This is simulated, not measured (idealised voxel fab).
The name of this process module is voxel wiring stack.
The cross-section shown here is cut; it is 175 nm wide and divided into square cells measuring 5 nm on a side.
The cross-sections in this document take the form of a grid made of square cells. They are written out as bands, in order from top to bottom. Each band consists of one or more rows of cells.
Top, bottom (nm), then materials left to right with widths (nm); lone material tagged "everywhere" fills the whole band edge to edge; "empty" = empty space.
The level at which height equals 0 is the one under which the wafer, as it arrives, is entirely one material. No lower edge exists for the bottom band, which continues downward and is notated as in "top 0, no bottom".
Top row gets the first number, bottom row gets the second, and each row in between changes by the same step: that is how a band width like "30..40" works.
Take "remained the same" at face value: in the step it is given for, the cross-section changed in none of its cells.
In "Enclosed cavities" the enclosed voids are listed, meaning empty spaces of 8 cells or larger without any opening to the top. The form is width x height at distance, distance from the left edge, units nm.
That trailing text on a step's line, after the settings, is the simulator's own remark on the step.
"overlay nm" answers the question of how far to the right of plan the mask lay on a step that has a mask, and when it is negative the answer is to the left.
plan
1: RECEIVE | material Si
2: CONFORMAL_DEP | material SiO2 | thk nm 10
3: CONFORMAL_DEP | material SiCN | thk nm 5
4: DIRECTIONAL_DEP | material SiO2 | thk nm 25
5: DIRECTIONAL_DEP | material aC | thk nm 15
6: PATTERN | tone open | mask id METAL_1 | material resist | width nm 25 | pitch nm 40 | thk nm 30 | overlay nm 0
7: DIRECTIONAL_ETCH | etch materials aC | depth nm 15
8: STRIP | etch materials resist
9: DIRECTIONAL_ETCH | etch materials SiO2 | depth nm 25
10: DIRECTIONAL_ETCH | etch materials SiCN | depth nm 5
11: STRIP | etch materials aC
12: CONFORMAL_DEP | material TiN | thk nm 5
13: FILL_DEP | material Ru | thk nm 5
14: CMP | height nm 40
15: EPI | material Ru | thk nm 5
16: FILL_DEP | material SiCN | thk nm 5
17: DIRECTIONAL_DEP | material SiO2 | thk nm 25
18: MASKED_ETCH | tone open | mask id METAL_2 | width nm 25 | pitch nm 40 | etch materials SiO2 | depth nm 15 | overlay nm 0
19: PATTERN | tone open | mask id METAL_2_HOLES | material resist | width nm 15 | pitch nm 40 | thk nm 15 | overlay nm 0
20: DIRECTIONAL_ETCH | etch materials SiO2 | depth nm 10
21: DIRECTIONAL_ETCH | etch materials SiCN | depth nm 5
22: STRIP | etch materials resist
23: CONFORMAL_DEP | material TiN | thk nm 5
24: FILL_DEP | material Cu | thk nm 5
25: CMP | height nm 75
26: CONFORMAL_DEP | material SiCN | thk nm 5
Incoming wafer in cross-section (state: after step 1)
    top 0, no bottom: Si everywhere
    Enclosed cavities: none
Wafer at module end, in section. Began as above, planned as above, run with one mistake
    top 80, bottom 75: SiCN everywhere
    top 75, bottom 65: 35 SiO2; 5 TiN; 15 Cu; 5 TiN; 15 SiO2; 5 TiN; 15 Cu; 5 TiN; 15 SiO2; 5 TiN; 15 Cu; 5 TiN; 35 SiO2
    top 65, bottom 60: 35 SiO2; 5 TiN; 10 Cu; 10 TiN; 15 SiO2; 5 TiN; 10 Cu; 10 TiN; 15 SiO2; 5 TiN; 10 Cu; 10 TiN; 35 SiO2
    top 60, bottom 50: 35 SiO2; 5 TiN; 10 Cu; 5 TiN; 20 SiO2; 5 TiN; 10 Cu; 5 TiN; 20 SiO2; 5 TiN; 10 Cu; 5 TiN; 40 SiO2
    top 50, bottom 45: 35 SiCN; 20 TiN; 20 SiCN; 20 TiN; 20 SiCN; 20 TiN; 40 SiCN
    top 45, bottom 40: 30 SiCN; 35 Ru; 5 SiCN; 35 Ru; 5 SiCN; 35 Ru; 30 SiCN
    top 40, bottom 15: 35 SiO2; 5 TiN; 15 Ru; 5 TiN; 15 SiO2; 5 TiN; 15 Ru; 5 TiN; 15 SiO2; 5 TiN; 15 Ru; 5 TiN; 35 SiO2
    top 15, bottom 10: 35 SiCN; 25 TiN; 15 SiCN; 25 TiN; 15 SiCN; 25 TiN; 35 SiCN
    top 10, bottom 0: SiO2 everywhere
    top 0, no bottom: Si everywhere
    Enclosed cavities: none
What was the processing mistake? step 19, actual vs plan mismatch, actual run PATTERN | tone open | mask id METAL_2_HOLES | material resist | width nm 20 | pitch nm 40 | thk nm 15 | overlay nm 0
